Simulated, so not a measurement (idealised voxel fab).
Herein follows the process module entitled voxel self aligned contacts.
FYI the section here is cut, 230 nm wide, cells are 5 nm squares.
If you're reading a cross-section in this doc, picture square cells in a grid; it comes to you as bands, top ones listed first down to the bottom, and a band can be one or more rows of cells.
Each band's line starts with the height of the band's top and of its bottom, in nm. Then come its materials from left to right, each with its width in nm. One material with "everywhere" fills the band from edge to edge. "air" is empty space.
Heights from 0 (as-received wafer is one material below). Bottom band endless downward, as "from 0 down".
Read "30 to 40" as a graded width: first number on top, second number at the bottom, same change between each pair of neighbouring rows.
"nothing different" after a step means that no cell of the cross-section changed.
Each empty space that has no open way to the top and spans at least 8 cells appears under "Enclosed internal voids" as width x height at distance, the distance counted from the left edge, all in nm.
Post-settings text on a step line: simulator's own remark regarding the step.
Among the settings permitted on a step's line is "overlay nm"; applied to a step with a mask, it specifies the extent to which the mask lay to the right of its planned position, whereas a negative figure signifies a position to the left.
### plan
1) RECEIVE (material Si)
2) CONFORMAL_DEP (material SiO2; thk nm 5)
3) DIRECTIONAL_DEP (material polySi; thk nm 30)
4) DIRECTIONAL_DEP (material SiN; thk nm 20)
5) PATTERN (tone cover; mask id GATE; material resist; width nm 35; pitch nm 60; thk nm 15; overlay nm 0)
6) DIRECTIONAL_ETCH (etch materials SiN; depth nm 20)
7) DIRECTIONAL_ETCH (etch materials polySi; depth nm 30)
8) STRIP (etch materials resist)
9) CONFORMAL_DEP (material SiN; thk nm 5)
10) DIRECTIONAL_ETCH (etch materials SiN; depth nm 5)
11) FILL_DEP (material SiO2; thk nm 20)
12) CMP (height nm 65)
13) PATTERN (tone open; mask id CONTACT; material resist; width nm 35; thk nm 15; overlay nm 0)
14) DIRECTIONAL_ETCH (etch materials SiO2; depth nm 65)
15) STRIP (etch materials resist)
16) CONFORMAL_DEP (material TiN; thk nm 5)
17) FILL_DEP (material Ru; thk nm 10)
18) CMP (height nm 65)
19) CONFORMAL_DEP (material SiCN; thk nm 5)
### Incoming wafer in cross-section (state: after step 1)
  from 0 down | Si everywhere
  Enclosed internal voids: none
### Wafer at module end, in section. Began as above, planned as above, run with one mistake
  from 70 to 65 | SiCN everywhere
  from 65 to 40 | 60 of SiO2  5 of SiN  35 of polySi  5 of SiN  5 of TiN  5 of Ru  5 of TiN  5 of SiN  35 of polySi  5 of SiN  65 of SiO2
  from 40 to 35 | 60 of SiO2  5 of SiN  35 of polySi  5 of SiN  15 of TiN  5 of SiN  35 of polySi  5 of SiN  65 of SiO2
  from 35 to 5 | polySi everywhere
  from 5 to 0 | SiO2 everywhere
  from 0 down | Si everywhere
  Enclosed internal voids: none
Deviation from plan: heads up, step 3 of the plan got done twice
